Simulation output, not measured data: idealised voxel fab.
Title: Process Module voxel transistor to metal
285 nm wide, 5 nm square cells: that's cross-section cut.
Cross-section spec: square-cell grid; bands listed top down; each band is one or more rows.
For a band, the entry starts with two heights in nm, that of the top and then that of the bottom, and carries on with the band's materials in order from left to right, each alongside its width in nm; the word "throughout" beside a single material means it fills the band edge to edge, and "air" means empty space.
Convention: height 0 is the level below which the wafer, as received, is all one material. The lowest band does not terminate at the bottom but continues downward, represented as "z 0 and below".
With a width like "30..40", each row of cells in the band differs from the next by the same amount, the top row carrying the first number and the bottom row the second.
Step marked "everything unchanged"? Then no cell in the cross-section changed in it.
Entry "Sealed internal cavities". Content: empty spaces with no open connection to the top, size 8 cells or greater. Each: width x height at distance. Distance: from left edge. Unit: nm.
Read whatever lies past the settings on a step's line as the simulator's own remark about the step.
"overlay nm" answers the question of how far to the right of plan the mask lay on a step that has a mask, and when it is negative the answer is to the left.
Each of the pairs that make up the rest of this document says: here is the cross-section before one process step, here is the cross-section after it, drawn only down to the lowest band that changed, and here, under the pair, is the step lying between them with its settings. Different pairs may come from different runs of this module on the same starting wafer, so a pair continues from the pair above it only where its entry headed "Prior to step" says so.

PRIOR TO STEP
    z 85 to 60  air 30 nm, then Ru 20 nm, then air 50 nm, then Ru 20 nm, then air 45 nm, then Ru 20 nm, then air 50 nm, then Ru 20 nm, then air 30 nm
    z 60 to 55  air 30 nm, then TiN 20 nm, then air 50 nm, then TiN 20 nm, then air 45 nm, then TiN 20 nm, then air 50 nm, then TiN 20 nm, then air 30 nm
    z 55 to 45  SiO2 30 nm, then TiN 5 nm, then W 20 nm, then TiN 5 nm, then SiO2 30 nm, then TiN 5 nm, then W 20 nm, then TiN 5 nm, then SiO2 45 nm, then TiN 5 nm, then W 20 nm, then TiN 5 nm, then SiO2 30 nm, then TiN 5 nm, then W 20 nm, then TiN 5 nm, then SiO2 30 nm
    z 45 to 40  SiO2 30 nm, then TiN 5 nm, then W 10 nm, then TiN 15 nm, then SiO2 30 nm, then TiN 15 nm, then W 10 nm, then TiN 5 nm, then SiO2 45 nm, then TiN 5 nm, then W 10 nm, then TiN 15 nm, then SiO2 30 nm, then TiN 15 nm, then W 10 nm, then TiN 5 nm, then SiO2 30 nm
    z 40 to 30  SiO2 30 nm, then TiN 5 nm, then W 10 nm, then TiN 5 nm, then SiN 10 nm, then SiO2 5 nm, then SiCN 20 nm, then SiO2 5 nm, then SiN 10 nm, then TiN 5 nm, then W 10 nm, then TiN 5 nm, then SiO2 45 nm, then TiN 5 nm, then W 10 nm, then TiN 5 nm, then SiN 10 nm, then SiO2 5 nm, then SiCN 20 nm, then SiO2 5 nm, then SiN 10 nm, then TiN 5 nm, then W 10 nm, then TiN 5 nm, then SiO2 30 nm
    z 30 to 5  SiO2 30 nm, then TiN 5 nm, then W 10 nm, then TiN 5 nm, then SiN 10 nm, then SiO2 5 nm, then polySi 20 nm, then SiO2 5 nm, then SiN 10 nm, then TiN 5 nm, then W 10 nm, then TiN 5 nm, then SiO2 45 nm, then TiN 5 nm, then W 10 nm, then TiN 5 nm, then SiN 10 nm, then SiO2 5 nm, then polySi 20 nm, then SiO2 5 nm, then SiN 10 nm, then TiN 5 nm, then W 10 nm, then TiN 5 nm, then SiO2 30 nm
    z 5 to 0  SiO2 20 nm, then SiN 10 nm, then TiN 20 nm, then SiN 10 nm, then SiO2 5 nm, then polySi 20 nm, then SiO2 5 nm, then SiN 10 nm, then TiN 20 nm, then SiN 10 nm, then SiO2 25 nm, then SiN 10 nm, then TiN 20 nm, then SiN 10 nm, then SiO2 5 nm, then polySi 20 nm, then SiO2 5 nm, then SiN 10 nm, then TiN 20 nm, then SiN 10 nm, then SiO2 20 nm
    z 0 to -5  SiO2 30 nm, then SiGe 20 nm, then SiO2 50 nm, then SiGe 20 nm, then SiO2 45 nm, then SiGe 20 nm, then SiO2 50 nm, then SiGe 20 nm, then SiO2 30 nm
    z -5 to -25  SiO2 20 nm, then Si 110 nm, then SiO2 25 nm, then Si 110 nm, then SiO2 20 nm
    z -25 and below  Si throughout
    Sealed internal cavities: none

POST-STEP CROSS-SECTION
    z 90 to 85  SiO2 throughout
    z 85 to 60  SiO2 30 nm, then Ru 20 nm, then SiO2 50 nm, then Ru 20 nm, then SiO2 45 nm, then Ru 20 nm, then SiO2 50 nm, then Ru 20 nm, then SiO2 30 nm
    z 60 to 55  SiO2 30 nm, then TiN 20 nm, then SiO2 50 nm, then TiN 20 nm, then SiO2 45 nm, then TiN 20 nm, then SiO2 50 nm, then TiN 20 nm, then SiO2 30 nm
    Below 55 it's all the same as before, nothing changed down there.
    Sealed internal cavities: none
The before and after cross-sections above are linked by FILL_DEP with material SiO2, thk nm 5

Prior to step: The structure entering this step is exactly what the pair just above shows after its step.

POST-STEP CROSS-SECTION
    z 85 to 60  SiO2 30 nm, then Ru 20 nm, then SiO2 50 nm, then Ru 20 nm, then SiO2 45 nm, then Ru 20 nm, then SiO2 50 nm, then Ru 20 nm, then SiO2 30 nm
    Below 60 it's all the same as before, nothing changed down there.
    Sealed internal cavities: none
The before and after cross-sections above are linked by CMP with height nm 85

Prior to step: The structure entering this step is exactly what the pair just above shows after its step.

POST-STEP CROSS-SECTION
    z 90 to 85  SiCN throughout
    Below 85 it's all the same as before, nothing changed down there.
    Sealed internal cavities: none
The before and after cross-sections above are linked by CONFORMAL_DEP with material SiCN, thk nm 5

PRIOR TO STEP
    z 0 and below  Si throughout
    Sealed internal cavities: none

POST-STEP CROSS-SECTION
    z 10 to 0  SiN throughout
    Below 0 it's all the same as before, nothing changed down there.
    Sealed internal cavities: none
The before and after cross-sections above are linked by CONFORMAL_DEP with material SiN, thk nm 10

Prior to step: The structure entering this step is exactly what the pair just above shows after its step.

POST-STEP CROSS-SECTION
    z 30 to 10  air 20 nm, then resist 110 nm, then air 25 nm, then resist 110 nm, then air 20 nm
    Below 10 it's all the same as before, nothing changed down there.
    Sealed internal cavities: none
The before and after cross-sections above are linked by PATTERN with tone cover, mask id ACTIVE, material resist, width nm 110, pitch nm 135, thk nm 20, overlay nm 0

Prior to step: The structure entering this step is exactly what the pair just above shows after its step.

POST-STEP CROSS-SECTION
    z 30 to 10  air 20 nm, then resist 110 nm, then air 25 nm, then resist 110 nm, then air 20 nm
    z 10 to 0  air 20 nm, then SiN 110 nm, then air 25 nm, then SiN 110 nm, then air 20 nm
    Below 0 it's all the same as before, nothing changed down there.
    Sealed internal cavities: none
The before and after cross-sections above are linked by DIRECTIONAL_ETCH with etch materials SiN, depth nm 10

Prior to step: The structure entering this step is exactly what the pair just above shows after its step.

POST-STEP CROSS-SECTION
    z 30 to 10  air 20 nm, then resist 110 nm, then air 25 nm, then resist 110 nm, then air 20 nm
    z 10 to 0  air 20 nm, then SiN 110 nm, then air 25 nm, then SiN 110 nm, then air 20 nm
    z 0 to -25  air 20 nm, then Si 110 nm, then air 25 nm, then Si 110 nm, then air 20 nm
    Below -25 it's all the same as before, nothing changed down there.
    Sealed internal cavities: none
The before and after cross-sections above are linked by DIRECTIONAL_ETCH with etch materials Si, depth nm 25

Prior to step: The structure entering this step is exactly what the pair just above shows after its step.

POST-STEP CROSS-SECTION
    z 10 to 0  air 20 nm, then SiN 110 nm, then air 25 nm, then SiN 110 nm, then air 20 nm
    Below 0 it's all the same as before, nothing changed down there.
    Sealed internal cavities: none
The before and after cross-sections above are linked by STRIP with etch materials resist

Prior to step: The structure entering this step is exactly what the pair just above shows after its step.

POST-STEP CROSS-SECTION
    z 15 to 10  SiO2 throughout
    z 10 to 0  SiO2 20 nm, then SiN 110 nm, then SiO2 25 nm, then SiN 110 nm, then SiO2 20 nm
    z 0 to -25  SiO2 20 nm, then Si 110 nm, then SiO2 25 nm, then Si 110 nm, then SiO2 20 nm
    Below -25 it's all the same as before, nothing changed down there.
    Sealed internal cavities: none
The before and after cross-sections above are linked by FILL_DEP with material SiO2, thk nm 5

Prior to step: The structure entering this step is exactly what the pair just above shows after its step.

POST-STEP CROSS-SECTION
    z 10 to 0  SiO2 20 nm, then SiN 110 nm, then SiO2 25 nm, then SiN 110 nm, then SiO2 20 nm
    Below 0 it's all the same as before, nothing changed down there.
    Sealed internal cavities: none
The before and after cross-sections above are linked by SELECTIVE_ETCH with etch materials SiO2, depth nm 5

Prior to step: The structure entering this step is exactly what the pair just above shows after its step.

POST-STEP CROSS-SECTION
    z 10 to 0  SiO2 20 nm, then air 110 nm, then SiO2 25 nm, then air 110 nm, then SiO2 20 nm
    Below 0 it's all the same as before, nothing changed down there.
    Sealed internal cavities: none
The before and after cross-sections above are linked by STRIP with etch materials SiN

Prior to step: The structure entering this step is exactly what the pair just above shows after its step.

POST-STEP CROSS-SECTION
    z 5 to 0  SiO2 15 nm, then air 120 nm, then SiO2 15 nm, then air 120 nm, then SiO2 15 nm
    z 0 to -5  SiO2 15 nm, then air 5 nm, then Si 110 nm, then air 5 nm, then SiO2 15 nm, then air 5 nm, then Si 110 nm, then air 5 nm, then SiO2 15 nm
    Below -5 it's all the same as before, nothing changed down there.
    Sealed internal cavities: none
The before and after cross-sections above are linked by SELECTIVE_ETCH with etch materials SiO2, depth nm 5

Prior to step: The structure entering this step is exactly what the pair just above shows after its step.

POST-STEP CROSS-SECTION
    z 5 to 0  SiO2 15 nm, then air 120 nm, then SiO2 15 nm, then air 120 nm, then SiO2 15 nm
    z 0 to -5  SiO2 15 nm, then air 5 nm, then SiO2 110 nm, then air 5 nm, then SiO2 15 nm, then air 5 nm, then SiO2 110 nm, then air 5 nm, then SiO2 15 nm
    z -5 to -10  SiO2 25 nm, then Si 100 nm, then SiO2 35 nm, then Si 100 nm, then SiO2 25 nm
    Below -10 it's all the same as before, nothing changed down there.
    Sealed internal cavities: none
The before and after cross-sections above are linked by OXIDIZE with depth nm 5

Prior to step: The structure entering this step is exactly what the pair just above shows after its step.

POST-STEP CROSS-SECTION
    z 35 to 30  polySi 15 nm, then air 120 nm, then polySi 15 nm, then air 120 nm, then polySi 15 nm
    z 30 to 25  polySi 15 nm, then air 5 nm, then polySi 110 nm, then air 5 nm, then polySi 15 nm, then air 5 nm, then polySi 110 nm, then air 5 nm, then polySi 15 nm
    z 25 to 5  polySi throughout
    z 5 to 0  SiO2 15 nm, then polySi 120 nm, then SiO2 15 nm, then polySi 120 nm, then SiO2 15 nm
    z 0 to -5  SiO2 15 nm, then polySi 5 nm, then SiO2 110 nm, then polySi 5 nm, then SiO2 15 nm, then polySi 5 nm, then SiO2 110 nm, then polySi 5 nm, then SiO2 15 nm
    Below -5 it's all the same as before, nothing changed down there.
    Sealed internal cavities: none
The before and after cross-sections above are linked by DIRECTIONAL_DEP with material polySi, thk nm 30

Prior to step: The structure entering this step is exactly what the pair just above shows after its step.

POST-STEP CROSS-SECTION
    z 45 to 40  SiCN 15 nm, then air 120 nm, then SiCN 15 nm, then air 120 nm, then SiCN 15 nm
    z 40 to 35  SiCN 15 nm, then air 5 nm, then SiCN 110 nm, then air 5 nm, then SiCN 15 nm, then air 5 nm, then SiCN 110 nm, then air 5 nm, then SiCN 15 nm
    z 35 to 30  polySi 15 nm, then SiCN 120 nm, then polySi 15 nm, then SiCN 120 nm, then polySi 15 nm
    z 30 to 25  polySi 15 nm, then SiCN 5 nm, then polySi 110 nm, then SiCN 5 nm, then polySi 15 nm, then SiCN 5 nm, then polySi 110 nm, then SiCN 5 nm, then polySi 15 nm
    Below 25 it's all the same as before, nothing changed down there.
    Sealed internal cavities: none
The before and after cross-sections above are linked by DIRECTIONAL_DEP with material SiCN, thk nm 10

Prior to step: The structure entering this step is exactly what the pair just above shows after its step.

POST-STEP CROSS-SECTION
    z 40 to 35  air 65 nm, then SiCN 20 nm, then air 115 nm, then SiCN 20 nm, then air 65 nm
    z 35 to 30  polySi 15 nm, then air 50 nm, then SiCN 20 nm, then air 50 nm, then polySi 15 nm, then air 50 nm, then SiCN 20 nm, then air 50 nm, then polySi 15 nm
    z 30 to 25  polySi 15 nm, then air 5 nm, then polySi 110 nm, then air 5 nm, then polySi 15 nm, then air 5 nm, then polySi 110 nm, then air 5 nm, then polySi 15 nm
    Below 25 it's all the same as before, nothing changed down there.
    Sealed internal cavities: none
The before and after cross-sections above are linked by MASKED_ETCH with tone cover, mask id GATE, width nm 20, pitch nm 135, etch materials SiCN, depth nm 20, overlay nm 0

Prior to step: The structure entering this step is exactly what the pair just above shows after its step.

POST-STEP CROSS-SECTION
    z 40 to 30  air 65 nm, then SiCN 20 nm, then air 115 nm, then SiCN 20 nm, then air 65 nm
    z 30 to 5  air 65 nm, then polySi 20 nm, then air 115 nm, then polySi 20 nm, then air 65 nm
    z 5 to 0  SiO2 15 nm, then air 50 nm, then polySi 20 nm, then air 50 nm, then SiO2 15 nm, then air 50 nm, then polySi 20 nm, then air 50 nm, then SiO2 15 nm
    z 0 to -5  SiO2 15 nm, then air 5 nm, then SiO2 110 nm, then air 5 nm, then SiO2 15 nm, then air 5 nm, then SiO2 110 nm, then air 5 nm, then SiO2 15 nm
    Below -5 it's all the same as before, nothing changed down there.
    Sealed internal cavities: none
The before and after cross-sections above are linked by MASKED_ETCH with tone cover, mask id GATE, width nm 20, pitch nm 135, etch materials polySi, depth nm 40, overlay nm 0

Prior to step: The structure entering this step is exactly what the pair just above shows after its step.

POST-STEP CROSS-SECTION
    z 45 to 40  air 60 nm, then SiO2 30 nm, then air 105 nm, then SiO2 30 nm, then air 60 nm
    z 40 to 30  air 60 nm, then SiO2 5 nm, then SiCN 20 nm, then SiO2 5 nm, then air 105 nm, then SiO2 5 nm, then SiCN 20 nm, then SiO2 5 nm, then air 60 nm
    z 30 to 10  air 60 nm, then SiO2 5 nm, then polySi 20 nm, then SiO2 5 nm, then air 105 nm, then SiO2 5 nm, then polySi 20 nm, then SiO2 5 nm, then air 60 nm
    z 10 to 5  SiO2 20 nm, then air 40 nm, then SiO2 5 nm, then polySi 20 nm, then SiO2 5 nm, then air 40 nm, then SiO2 25 nm, then air 40 nm, then SiO2 5 nm, then polySi 20 nm, then SiO2 5 nm, then air 40 nm, then SiO2 20 nm
    z 5 to 0  SiO2 65 nm, then polySi 20 nm, then SiO2 115 nm, then polySi 20 nm, then SiO2 65 nm
    z 0 to -5  SiO2 throughout
    Below -5 it's all the same as before, nothing changed down there.
    Sealed internal cavities: none
The before and after cross-sections above are linked by CONFORMAL_DEP with material SiO2, thk nm 5

Prior to step: The structure entering this step is exactly what the pair just above shows after its step.

POST-STEP CROSS-SECTION
    z 40 to 30  air 60 nm, then SiO2 5 nm, then SiCN 20 nm, then SiO2 5 nm, then air 105 nm, then SiO2 5 nm, then SiCN 20 nm, then SiO2 5 nm, then air 60 nm
    z 30 to 5  air 60 nm, then SiO2 5 nm, then polySi 20 nm, then SiO2 5 nm, then air 105 nm, then SiO2 5 nm, then polySi 20 nm, then SiO2 5 nm, then air 60 nm
    z 5 to 0  SiO2 20 nm, then air 40 nm, then SiO2 5 nm, then polySi 20 nm, then SiO2 5 nm, then air 40 nm, then SiO2 25 nm, then air 40 nm, then SiO2 5 nm, then polySi 20 nm, then SiO2 5 nm, then air 40 nm, then SiO2 20 nm
    Below 0 it's all the same as before, nothing changed down there.
    Sealed internal cavities: none
The before and after cross-sections above are linked by DIRECTIONAL_ETCH with etch materials SiO2, depth nm 5

Prior to step: The structure entering this step is exactly what the pair just above shows after its step.

POST-STEP CROSS-SECTION
    z 50 to 40  air 50 nm, then SiN 50 nm, then air 85 nm, then SiN 50 nm, then air 50 nm
    z 40 to 30  air 50 nm, then SiN 10 nm, then SiO2 5 nm, then SiCN 20 nm, then SiO2 5 nm, then SiN 10 nm, then air 85 nm, then SiN 10 nm, then SiO2 5 nm, then SiCN 20 nm, then SiO2 5 nm, then SiN 10 nm, then air 50 nm
    z 30 to 15  air 50 nm, then SiN 10 nm, then SiO2 5 nm, then polySi 20 nm, then SiO2 5 nm, then SiN 10 nm, then air 85 nm, then SiN 10 nm, then SiO2 5 nm, then polySi 20 nm, then SiO2 5 nm, then SiN 10 nm, then air 50 nm
    z 15 to 10  SiN 30 nm, then air 20 nm, then SiN 10 nm, then SiO2 5 nm, then polySi 20 nm, then SiO2 5 nm, then SiN 10 nm, then air 20 nm, then SiN 45 nm, then air 20 nm, then SiN 10 nm, then SiO2 5 nm, then polySi 20 nm, then SiO2 5 nm, then SiN 10 nm, then air 20 nm, then SiN 30 nm
    z 10 to 5  SiN 60 nm, then SiO2 5 nm, then polySi 20 nm, then SiO2 5 nm, then SiN 105 nm, then SiO2 5 nm, then polySi 20 nm, then SiO2 5 nm, then SiN 60 nm
    z 5 to 0  SiO2 20 nm, then SiN 40 nm, then SiO2 5 nm, then polySi 20 nm, then SiO2 5 nm, then SiN 40 nm, then SiO2 25 nm, then SiN 40 nm, then SiO2 5 nm, then polySi 20 nm, then SiO2 5 nm, then SiN 40 nm, then SiO2 20 nm
    Below 0 it's all the same as before, nothing changed down there.
    Sealed internal cavities: none
The before and after cross-sections above are linked by CONFORMAL_DEP with material SiN, thk nm 10

Prior to step: The structure entering this step is exactly what the pair just above shows after its step.

POST-STEP CROSS-SECTION
    z 40 to 30  air 50 nm, then SiN 10 nm, then SiO2 5 nm, then SiCN 20 nm, then SiO2 5 nm, then SiN 10 nm, then air 85 nm, then SiN 10 nm, then SiO2 5 nm, then SiCN 20 nm, then SiO2 5 nm, then SiN 10 nm, then air 50 nm
    z 30 to 5  air 50 nm, then SiN 10 nm, then SiO2 5 nm, then polySi 20 nm, then SiO2 5 nm, then SiN 10 nm, then air 85 nm, then SiN 10 nm, then SiO2 5 nm, then polySi 20 nm, then SiO2 5 nm, then SiN 10 nm, then air 50 nm
    z 5 to 0  SiO2 20 nm, then SiN 10 nm, then air 20 nm, then SiN 10 nm, then SiO2 5 nm, then polySi 20 nm, then SiO2 5 nm, then SiN 10 nm, then air 20 nm, then SiN 10 nm, then SiO2 25 nm, then SiN 10 nm, then air 20 nm, then SiN 10 nm, then SiO2 5 nm, then polySi 20 nm, then SiO2 5 nm, then SiN 10 nm, then air 20 nm, then SiN 10 nm, then SiO2 20 nm
    Below 0 it's all the same as before, nothing changed down there.
    Sealed internal cavities: none
The before and after cross-sections above are linked by DIRECTIONAL_ETCH with etch materials SiN, depth nm 10

Prior to step: The structure entering this step is exactly what the pair just above shows after its step.

POST-STEP CROSS-SECTION
    z 40 to 35  air 50 nm, then SiN 10 nm, then air 5 nm, then SiCN 20 nm, then air 5 nm, then SiN 10 nm, then air 85 nm, then SiN 10 nm, then air 5 nm, then SiCN 20 nm, then air 5 nm, then SiN 10 nm, then air 50 nm
    z 35 to 30  air 50 nm, then SiN 10 nm, then SiO2 5 nm, then SiCN 20 nm, then SiO2 5 nm, then SiN 10 nm, then air 85 nm, then SiN 10 nm, then SiO2 5 nm, then SiCN 20 nm, then SiO2 5 nm, then SiN 10 nm, then air 50 nm
    z 30 to 5  air 50 nm, then SiN 10 nm, then SiO2 5 nm, then polySi 20 nm, then SiO2 5 nm, then SiN 10 nm, then air 85 nm, then SiN 10 nm, then SiO2 5 nm, then polySi 20 nm, then SiO2 5 nm, then SiN 10 nm, then air 50 nm
    z 5 to 0  air 20 nm, then SiN 10 nm, then air 20 nm, then SiN 10 nm, then SiO2 5 nm, then polySi 20 nm, then SiO2 5 nm, then SiN 10 nm, then air 20 nm, then SiN 10 nm, then air 25 nm, then SiN 10 nm, then air 20 nm, then SiN 10 nm, then SiO2 5 nm, then polySi 20 nm, then SiO2 5 nm, then SiN 10 nm, then air 20 nm, then SiN 10 nm, then air 20 nm
    z 0 to -5  SiO2 30 nm, then air 20 nm, then SiO2 50 nm, then air 20 nm, then SiO2 45 nm, then air 20 nm, then SiO2 50 nm, then air 20 nm, then SiO2 30 nm
    Below -5 it's all the same as before, nothing changed down there.
    Sealed internal cavities: none
The before and after cross-sections above are linked by DIRECTIONAL_ETCH with etch materials SiO2, depth nm 5

Prior to step: The structure entering this step is exactly what the pair just above shows after its step.

POST-STEP CROSS-SECTION
    z 40 to 35  air 50 nm, then SiN 10 nm, then air 5 nm, then SiCN 20 nm, then air 5 nm, then SiN 10 nm, then air 85 nm, then SiN 10 nm, then air 5 nm, then SiCN 20 nm, then air 5 nm, then SiN 10 nm, then air 50 nm
    z 35 to 30  air 50 nm, then SiN 10 nm, then SiO2 5 nm, then SiCN 20 nm, then SiO2 5 nm, then SiN 10 nm, then air 85 nm, then SiN 10 nm, then SiO2 5 nm, then SiCN 20 nm, then SiO2 5 nm, then SiN 10 nm, then air 50 nm
    z 30 to 5  air 50 nm, then SiN 10 nm, then SiO2 5 nm, then polySi 20 nm, then SiO2 5 nm, then SiN 10 nm, then air 85 nm, then SiN 10 nm, then SiO2 5 nm, then polySi 20 nm, then SiO2 5 nm, then SiN 10 nm, then air 50 nm
    z 5 to 0  air 20 nm, then SiN 10 nm, then air 20 nm, then SiN 10 nm, then SiO2 5 nm, then polySi 20 nm, then SiO2 5 nm, then SiN 10 nm, then air 20 nm, then SiN 10 nm, then air 25 nm, then SiN 10 nm, then air 20 nm, then SiN 10 nm, then SiO2 5 nm, then polySi 20 nm, then SiO2 5 nm, then SiN 10 nm, then air 20 nm, then SiN 10 nm, then air 20 nm
    z 0 to -5  SiO2 30 nm, then SiGe 20 nm, then SiO2 50 nm, then SiGe 20 nm, then SiO2 45 nm, then SiGe 20 nm, then SiO2 50 nm, then SiGe 20 nm, then SiO2 30 nm
    Below -5 it's all the same as before, nothing changed down there.
    Sealed internal cavities: none
The before and after cross-sections above are linked by EPI with material SiGe, thk nm 5

Prior to step: The structure entering this step is exactly what the pair just above shows after its step.

POST-STEP CROSS-SECTION
    z 45 to 40  SiO2 throughout
    z 40 to 30  SiO2 50 nm, then SiN 10 nm, then SiO2 5 nm, then SiCN 20 nm, then SiO2 5 nm, then SiN 10 nm, then SiO2 85 nm, then SiN 10 nm, then SiO2 5 nm, then SiCN 20 nm, then SiO2 5 nm, then SiN 10 nm, then SiO2 50 nm
    z 30 to 5  SiO2 50 nm, then SiN 10 nm, then SiO2 5 nm, then polySi 20 nm, then SiO2 5 nm, then SiN 10 nm, then SiO2 85 nm, then SiN 10 nm, then SiO2 5 nm, then polySi 20 nm, then SiO2 5 nm, then SiN 10 nm, then SiO2 50 nm
    z 5 to 0  SiO2 20 nm, then SiN 10 nm, then SiO2 20 nm, then SiN 10 nm, then SiO2 5 nm, then polySi 20 nm, then SiO2 5 nm, then SiN 10 nm, then SiO2 20 nm, then SiN 10 nm, then SiO2 25 nm, then SiN 10 nm, then SiO2 20 nm, then SiN 10 nm, then SiO2 5 nm, then polySi 20 nm, then SiO2 5 nm, then SiN 10 nm, then SiO2 20 nm, then SiN 10 nm, then SiO2 20 nm
    Below 0 it's all the same as before, nothing changed down there.
    Sealed internal cavities: none
The before and after cross-sections above are linked by FILL_DEP with material SiO2, thk nm 5

Prior to step: The structure entering this step is exactly what the pair just above shows after its step.

POST-STEP CROSS-SECTION
    z 40 to 30  SiO2 50 nm, then SiN 10 nm, then SiO2 5 nm, then SiCN 20 nm, then SiO2 5 nm, then SiN 10 nm, then SiO2 85 nm, then SiN 10 nm, then SiO2 5 nm, then SiCN 20 nm, then SiO2 5 nm, then SiN 10 nm, then SiO2 50 nm
    Below 30 it's all the same as before, nothing changed down there.
    Sealed internal cavities: none
The before and after cross-sections above are linked by CMP with height nm 40

Prior to step: The structure entering this step is exactly what the pair just above shows after its step.

POST-STEP CROSS-SECTION
    z 55 to 40  SiO2 throughout
    Below 40 it's all the same as before, nothing changed down there.
    Sealed internal cavities: none
The before and after cross-sections above are linked by DIRECTIONAL_DEP with material SiO2, thk nm 15

Prior to step: The structure entering this step is exactly what the pair just above shows after its step.

POST-STEP CROSS-SECTION
    z 75 to 55  resist 30 nm, then air 30 nm, then resist 30 nm, then air 30 nm, then resist 45 nm, then air 30 nm, then resist 30 nm, then air 30 nm, then resist 30 nm
    Below 55 it's all the same as before, nothing changed down there.
    Sealed internal cavities: none
The before and after cross-sections above are linked by PATTERN with tone open, mask id CONTACT, material resist, width nm 30, thk nm 20, overlay nm 0

Prior to step: The structure entering this step is exactly what the pair just above shows after its step.

POST-STEP CROSS-SECTION
    z 75 to 55  resist 30 nm, then air 30 nm, then resist 30 nm, then air 30 nm, then resist 45 nm, then air 30 nm, then resist 30 nm, then air 30 nm, then resist 30 nm
    z 55 to 40  SiO2 30 nm, then air 30 nm, then SiO2 30 nm, then air 30 nm, then SiO2 45 nm, then air 30 nm, then SiO2 30 nm, then air 30 nm, then SiO2 30 nm
    z 40 to 30  SiO2 30 nm, then air 20 nm, then SiN 10 nm, then SiO2 5 nm, then SiCN 20 nm, then SiO2 5 nm, then SiN 10 nm, then air 20 nm, then SiO2 45 nm, then air 20 nm, then SiN 10 nm, then SiO2 5 nm, then SiCN 20 nm, then SiO2 5 nm, then SiN 10 nm, then air 20 nm, then SiO2 30 nm
    z 30 to 5  SiO2 30 nm, then air 20 nm, then SiN 10 nm, then SiO2 5 nm, then polySi 20 nm, then SiO2 5 nm, then SiN 10 nm, then air 20 nm, then SiO2 45 nm, then air 20 nm, then SiN 10 nm, then SiO2 5 nm, then polySi 20 nm, then SiO2 5 nm, then SiN 10 nm, then air 20 nm, then SiO2 30 nm
    z 5 to 0  SiO2 20 nm, then SiN 10 nm, then air 20 nm, then SiN 10 nm, then SiO2 5 nm, then polySi 20 nm, then SiO2 5 nm, then SiN 10 nm, then air 20 nm, then SiN 10 nm, then SiO2 25 nm, then SiN 10 nm, then air 20 nm, then SiN 10 nm, then SiO2 5 nm, then polySi 20 nm, then SiO2 5 nm, then SiN 10 nm, then air 20 nm, then SiN 10 nm, then SiO2 20 nm
    Below 0 it's all the same as before, nothing changed down there.
    Sealed internal cavities: none
The before and after cross-sections above are linked by DIRECTIONAL_ETCH with etch materials SiO2, depth nm 55

Prior to step: The structure entering this step is exactly what the pair just above shows after its step.

POST-STEP CROSS-SECTION
    z 55 to 40  SiO2 30 nm, then air 30 nm, then SiO2 30 nm, then air 30 nm, then SiO2 45 nm, then air 30 nm, then SiO2 30 nm, then air 30 nm, then SiO2 30 nm
    Below 40 it's all the same as before, nothing changed down there.
    Sealed internal cavities: none
The before and after cross-sections above are linked by STRIP with etch materials resist

Prior to step: The structure entering this step is exactly what the pair just above shows after its step.

POST-STEP CROSS-SECTION
    z 60 to 55  TiN 35 nm, then air 20 nm, then TiN 40 nm, then air 20 nm, then TiN 55 nm, then air 20 nm, then TiN 40 nm, then air 20 nm, then TiN 35 nm
    z 55 to 45  SiO2 30 nm, then TiN 5 nm, then air 20 nm, then TiN 5 nm, then SiO2 30 nm, then TiN 5 nm, then air 20 nm, then TiN 5 nm, then SiO2 45 nm, then TiN 5 nm, then air 20 nm, then TiN 5 nm, then SiO2 30 nm, then TiN 5 nm, then air 20 nm, then TiN 5 nm, then SiO2 30 nm
    z 45 to 40  SiO2 30 nm, then TiN 5 nm, then air 10 nm, then TiN 15 nm, then SiO2 30 nm, then TiN 15 nm, then air 10 nm, then TiN 5 nm, then SiO2 45 nm, then TiN 5 nm, then air 10 nm, then TiN 15 nm, then SiO2 30 nm, then TiN 15 nm, then air 10 nm, then TiN 5 nm, then SiO2 30 nm
    z 40 to 30  SiO2 30 nm, then TiN 5 nm, then air 10 nm, then TiN 5 nm, then SiN 10 nm, then SiO2 5 nm, then SiCN 20 nm, then SiO2 5 nm, then SiN 10 nm, then TiN 5 nm, then air 10 nm, then TiN 5 nm, then SiO2 45 nm, then TiN 5 nm, then air 10 nm, then TiN 5 nm, then SiN 10 nm, then SiO2 5 nm, then SiCN 20 nm, then SiO2 5 nm, then SiN 10 nm, then TiN 5 nm, then air 10 nm, then TiN 5 nm, then SiO2 30 nm
    z 30 to 5  SiO2 30 nm, then TiN 5 nm, then air 10 nm, then TiN 5 nm, then SiN 10 nm, then SiO2 5 nm, then polySi 20 nm, then SiO2 5 nm, then SiN 10 nm, then TiN 5 nm, then air 10 nm, then TiN 5 nm, then SiO2 45 nm, then TiN 5 nm, then air 10 nm, then TiN 5 nm, then SiN 10 nm, then SiO2 5 nm, then polySi 20 nm, then SiO2 5 nm, then SiN 10 nm, then TiN 5 nm, then air 10 nm, then TiN 5 nm, then SiO2 30 nm
    z 5 to 0  SiO2 20 nm, then SiN 10 nm, then TiN 20 nm, then SiN 10 nm, then SiO2 5 nm, then polySi 20 nm, then SiO2 5 nm, then SiN 10 nm, then TiN 20 nm, then SiN 10 nm, then SiO2 25 nm, then SiN 10 nm, then TiN 20 nm, then SiN 10 nm, then SiO2 5 nm, then polySi 20 nm, then SiO2 5 nm, then SiN 10 nm, then TiN 20 nm, then SiN 10 nm, then SiO2 20 nm
    Below 0 it's all the same as before, nothing changed down there.
    Sealed internal cavities: none
The before and after cross-sections above are linked by CONFORMAL_DEP with material TiN, thk nm 5
